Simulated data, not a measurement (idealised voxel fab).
Title: Process Module voxel gate over fins
It is cross-section cut that appears here, measuring 265 nm in width, its square cells being 5 nm in size.
Square cells in a grid make up a cross-section in this document, and the grid is given as bands, listed from the top down, each one or more rows of cells. Look at the band entry: it leads with the top's height and the bottom's height in nm. Then it lists the materials left to right, with a width in nm for each. The word "throughout" on a single material says that material fills the band edge to edge. The word "blank" is empty space. Basically, 0 is our baseline, since under it the wafer straight out of the box is all one material. The bottom band has no lower end and keeps on going down, so it looks like "0 nm and below". Read "30 to 40" as a graded width: first number on top, second number at the bottom, same change between each pair of neighbouring rows. "left unchanged" for a step: no cell of the cross-section changed in that step. "Fully sealed cavities" lists enclosed empty spaces (at least 8 cells, no open path upward to the top), each as width x height at distance from the left edge, in nm. Read whatever lies past the settings on a step's line as the simulator's own remark about the step. A step line may carry the setting "overlay nm", which, for steps involving a mask, states the distance by which the mask lay to the right of its intended position; negative values denote displacement to the left.

BELOW IS THE LIST OF PLANNED PROCESS STEPS
1,RECEIVE with material Si
2,CONFORMAL_DEP with material SiN, thk nm 5
3,MASKED_ETCH with tone cover, mask id FINS, width nm 15, pitch nm 60, etch materials SiN, depth nm 5, overlay nm -15
4,MASKED_ETCH with tone cover, mask id FINS, width nm 15, pitch nm 60, etch materials Si, depth nm 30, overlay nm 0
5,OXIDIZE with depth nm 5
6,FILL_DEP with material SiO2, thk nm 5
7,CMP with height nm 5
8,PATTERN with tone open, mask id RAIL, material resist, width nm 15, thk nm 15, overlay nm 0
9,DIRECTIONAL_ETCH with etch materials SiO2, depth nm 30
10,STRIP with etch materials resist
11,CONFORMAL_DEP with material TiN, thk nm 5
12,FILL_DEP with material W, thk nm 5
13,CMP with height nm 5
14,SELECTIVE_ETCH with etch materials W Ru TiN, depth nm 25
15,FILL_DEP with material SiO2, thk nm 5
16,CMP with height nm 5
17,SELECTIVE_ETCH with etch materials SiO2, depth nm 15
18,STRIP with etch materials SiN
19,CONFORMAL_DEP with material HfO2, thk nm 5
20,CONFORMAL_DEP with material TiN, thk nm 5
21,CONFORMAL_DEP with material TiAl, thk nm 5
22,CONFORMAL_DEP with material TiN, thk nm 5
23,FILL_DEP with material W, thk nm 10
24,CMP with height nm 25
25,CONFORMAL_DEP with material SiN, thk nm 5
Be aware that, although all wafers share a common starting state, the overlay nm at step 3 differs among them, and the plan displays the first wafer's value.

RECEIVED CONDITION OF THE FIRST OF SEVERAL WAFERS, SECTIONED: POST-STEP 1
0 nm and below: Si throughout
Fully sealed cavities: none

HERE IS HOW TO READ THE ROWS: EVERY WAFER HAS A ROW, AND IT SHOWS THE WAFER AT THE END OF THE MODULE, GIVING FOR EACH MATERIAL HOW MANY CELLS WERE GAINED (+) OR LOST (-) SINCE THE WAFER WAS RECEIVED, THEN LISTING ITS CLOSED VOIDS
overlay nm -15 | +61 HfO2 | -321 Si | +53 SiN | +222 SiO2 | +61 TiAl | +125 TiN | +117 W | Fully sealed cavities: none
overlay nm -10 | +61 HfO2 | -333 Si | +53 SiN | +232 SiO2 | +61 TiAl | +125 TiN | +119 W | Fully sealed cavities: none
overlay nm -5 | +61 HfO2 | -345 Si | +53 SiN | +242 SiO2 | +61 TiAl | +125 TiN | +121 W | Fully sealed cavities: none
overlay nm 0 | +61 HfO2 | -357 Si | +53 SiN | +252 SiO2 | +61 TiAl | +125 TiN | +123 W | Fully sealed cavities: none
overlay nm 5 | +61 HfO2 | -345 Si | +53 SiN | +242 SiO2 | +61 TiAl | +125 TiN | +121 W | Fully sealed cavities: none
overlay nm 10 | +61 HfO2 | -333 Si | +53 SiN | +232 SiO2 | +61 TiAl | +125 TiN | +119 W | Fully sealed cavities: none
overlay nm 15 | +61 HfO2 | -321 Si | +53 SiN | +222 SiO2 | +61 TiAl | +125 TiN | +117 W | Fully sealed cavities: none
